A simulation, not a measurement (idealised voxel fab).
process module | voxel gate over fins
cross-section cut | 235 nm wide | cells 5 nm
A cross-section is a grid of square cells, given in bands from the top down. A band is one or more rows of cells.
Each band's line starts with the height of the band's top and of its bottom, in nm. Then come its materials from left to right, each with its width in nm. One material with "throughout" fills the band from edge to edge. "air" is empty space.
Height 0 is the level under which the wafer as received is all one material. The lowest band goes on downwards, as in "0 down".
A width such as "30 to 40" changes by the same amount from each row of cells to the next, from the band's top row to its bottom row.
"no change" after a step means that no cell of the cross-section changed.
closed voids: empty space of 8 cells or more with no open way to the top, each as width x height at its distance from the left edge, in nm
after a step's settings: what the simulator itself notes on the step
overlay nm, on a step with a mask: how far to the right of its planned place the mask lay; to the left if negative
plan
1 op RECEIVE | material Si
2 op CONFORMAL_DEP | material SiN | thk nm 10
3 op PATTERN | tone cover | mask id FINS | material resist | width nm 15 | pitch nm 45 | thk nm 20 | overlay nm 0
4 op DIRECTIONAL_ETCH | etch materials SiN | depth nm 10
5 op DIRECTIONAL_ETCH | etch materials Si | depth nm 40
6 op STRIP | etch materials resist
7 op FILL_DEP | material SiO2 | thk nm 5
8 op CMP | height nm 10
9 op SELECTIVE_ETCH | etch materials SiO2 | depth nm 25
10 op STRIP | etch materials SiN
11 op CONFORMAL_DEP | material HfO2 | thk nm 5
12 op CONFORMAL_DEP | material TiN | thk nm 5
13 op CONFORMAL_DEP | material TiAl | thk nm 5
14 op CONFORMAL_DEP | material TiN | thk nm 5
15 op FILL_DEP | material W | thk nm 15
16 op CMP | height nm 30
17 op CONFORMAL_DEP | material SiN | thk nm 5
first wafer, as planned
as received, after step 1
  0 down: Si throughout
  closed voids: none
after step 2
  10 to 0: SiN throughout
  below 0: unchanged
after step 3
  30 to 10: air 85 | resist 15 | air 30 | resist 15 | air 90
  below 10: unchanged
after step 4
  30 to 10: air 85 | resist 15 | air 30 | resist 15 | air 90
  10 to 0: air 85 | SiN 15 | air 30 | SiN 15 | air 90
  below 0: unchanged
after step 5
  30 to 10: air 85 | resist 15 | air 30 | resist 15 | air 90
  10 to 0: air 85 | SiN 15 | air 30 | SiN 15 | air 90
  0 to -40: air 85 | Si 15 | air 30 | Si 15 | air 90
  below -40: unchanged
after step 6
  10 to 0: air 85 | SiN 15 | air 30 | SiN 15 | air 90
  below 0: unchanged
after step 7
  15 to 10: SiO2 throughout
  10 to 0: SiO2 85 | SiN 15 | SiO2 30 | SiN 15 | SiO2 90
  0 to -40: SiO2 85 | Si 15 | SiO2 30 | Si 15 | SiO2 90
  below -40: unchanged
after step 8
  10 to 0: SiO2 85 | SiN 15 | SiO2 30 | SiN 15 | SiO2 90
  below 0: unchanged
after step 9
  10 to 0: air 85 | SiN 15 | air 30 | SiN 15 | air 90
  0 to -15: air 85 | Si 15 | air 30 | Si 15 | air 90
  below -15: unchanged
after step 10
  0 to -15: air 85 | Si 15 | air 30 | Si 15 | air 90
  below -15: unchanged
after step 11
  5 to 0: air 80 | HfO2 25 | air 20 | HfO2 25 | air 85
  0 to -10: air 80 | HfO2 5 | Si 15 | HfO2 5 | air 20 | HfO2 5 | Si 15 | HfO2 5 | air 85
  -10 to -15: HfO2 85 | Si 15 | HfO2 30 | Si 15 | HfO2 90
  below -15: unchanged
after step 12
  10 to 5: air 75 | TiN 35 | air 10 | TiN 35 | air 80
  5 to 0: air 75 | TiN 5 | HfO2 25 | TiN 5 | air 10 | TiN 5 | HfO2 25 | TiN 5 | air 80
  0 to -5: air 75 | TiN 5 | HfO2 5 | Si 15 | HfO2 5 | TiN 5 | air 10 | TiN 5 | HfO2 5 | Si 15 | HfO2 5 | TiN 5 | air 80
  -5 to -10: TiN 80 | HfO2 5 | Si 15 | HfO2 5 | TiN 20 | HfO2 5 | Si 15 | HfO2 5 | TiN 85
  below -10: unchanged
after step 13
  15 to 10: air 70 | TiAl 90 | air 75
  10 to 5: air 70 | TiAl 5 | TiN 35 | TiAl 10 | TiN 35 | TiAl 5 | air 75
  5 to 0: air 70 | TiAl 5 | TiN 5 | HfO2 25 | TiN 5 | TiAl 10 | TiN 5 | HfO2 25 | TiN 5 | TiAl 5 | air 75
  0 to -5: TiAl 75 | TiN 5 | HfO2 5 | Si 15 | HfO2 5 | TiN 5 | TiAl 10 | TiN 5 | HfO2 5 | Si 15 | HfO2 5 | TiN 5 | TiAl 80
  below -5: unchanged
after step 14
  20 to 15: air 65 | TiN 100 | air 70
  15 to 10: air 65 | TiN 5 | TiAl 90 | TiN 5 | air 70
  10 to 5: air 65 | TiN 5 | TiAl 5 | TiN 35 | TiAl 10 | TiN 35 | TiAl 5 | TiN 5 | air 70
  5 to 0: TiN 70 | TiAl 5 | TiN 5 | HfO2 25 | TiN 5 | TiAl 10 | TiN 5 | HfO2 25 | TiN 5 | TiAl 5 | TiN 75
  below 0: unchanged
after step 15
  35 to 20: W throughout
  20 to 15: W 65 | TiN 100 | W 70
  15 to 10: W 65 | TiN 5 | TiAl 90 | TiN 5 | W 70
  10 to 5: W 65 | TiN 5 | TiAl 5 | TiN 35 | TiAl 10 | TiN 35 | TiAl 5 | TiN 5 | W 70
  below 5: unchanged
after step 16
  30 to 20: W throughout
  below 20: unchanged
after step 17
  35 to 30: SiN throughout
  below 30: unchanged
second wafer: like start, like plan, one mistake. Through step 12 it matches the first wafer
when step 13 should have ended: no change
when step 14 should have ended
  15 to 5: air 70 | TiN 90 | air 75
  5 to 0: air 70 | TiN 10 | HfO2 25 | TiN 20 | HfO2 25 | TiN 10 | air 75
  0 to -10: TiN 80 | HfO2 5 | Si 15 | HfO2 5 | TiN 20 | HfO2 5 | Si 15 | HfO2 5 | TiN 85
  below -10: unchanged
when step 15 should have ended
  30 to 15: W throughout
  15 to 5: W 70 | TiN 90 | W 75
  5 to 0: W 70 | TiN 10 | HfO2 25 | TiN 20 | HfO2 25 | TiN 10 | W 75
  below 0: unchanged
when step 16 should have ended: no change
when step 17 should have ended
  35 to 30: SiN throughout
  below 30: unchanged
what went wrong: step 13 was left out
at the end the second wafer has, in cells: 59 fewer of TiAl | 6 more of TiN | 53 more of W
